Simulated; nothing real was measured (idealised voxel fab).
Process module under the name voxel lift off
Shown is cross-section cut, with a width of 175 nm and square cells of size 5 nm.
In this document a cross-section is written as a grid of square cells. It is given as a series of bands, listed from the top down, and a band is one or more rows of cells.
The band entry comprises the height of the band's top followed by the height of its bottom, expressed in nm, and subsequently the band's materials from left to right, each stated together with its width in nm. Where a single material is marked with the word "full width", that material fills the band from edge to edge. The word "blank" represents empty space.
A quick word on heights: they are counted from 0, and under that level the wafer as it came to us is one material throughout. The lowest band is different from the rest in having no bottom; it simply continues downward, written as in "0 nm and below".
The two numbers in a width such as "30..40" mark its ends across the band: the first belongs to the top row of cells, the second to the bottom row, and from each row to the next the width moves by the same amount.
The designation "nothing changed", where it is given for a processing step, indicates that no cell of the cross-section was altered in the course of that step.
What "Closed void listing" gives you is every empty space of 8 cells or more that is cut off from the top. Each appears as width x height at distance, with the distance taken from the left edge and width, height and distance all in nm.
Whatever follows a step's settings on its line is a remark the simulator itself makes about that step.
The setting "overlay nm" may be written on the line of a step. When the step uses a mask, the value reports how far to the right of the planned place the mask lay, and a negative value reports that it lay to the left.

Listed below are the process steps as planned:
1 RECEIVE, material Si
2 CONFORMAL_DEP, material SiN, thk nm 15
3 PATTERN, tone open, mask id LINES, material resist, width nm 15, pitch nm 35, thk nm 25, overlay nm 0
4 DIRECTIONAL_DEP, material Ru, thk nm 10
5 STRIP, etch materials resist
6 CONFORMAL_DEP, material SiCN, thk nm 10

Wafer at receipt (post step 1), cross-section:
* 0 nm and below  Si full width
* Closed void listing: none

First wafer of two, sectioned at end of module; run went per plan:
* 35 nm to 25 nm  blank: 15, SiCN: 140, blank: 20
* 25 nm to 15 nm  SiCN: 25, Ru: 15, SiCN: 20, Ru: 15, SiCN: 20, Ru: 15, SiCN: 20, Ru: 15, SiCN: 30
* 15 nm to 0 nm  SiN full width
* 0 nm and below  Si full width
* Closed void listing: none

Second wafer cross-section at end of module - shared start and plan with the first, one mistake in the run:
* 25 nm to 15 nm  blank: 25, Ru: 15, blank: 20, Ru: 15, blank: 20, Ru: 15, blank: 20, Ru: 15, blank: 30
* 15 nm to 0 nm  SiN full width
* 0 nm and below  Si full width
* Closed void listing: none
Diagnosis: execution of step 6 of the plan did not take place, the step having been omitted
Once processing is complete, comparing cell counts shows that the second wafer has more or fewer of certain materials than the first: 102 fewer of SiCN
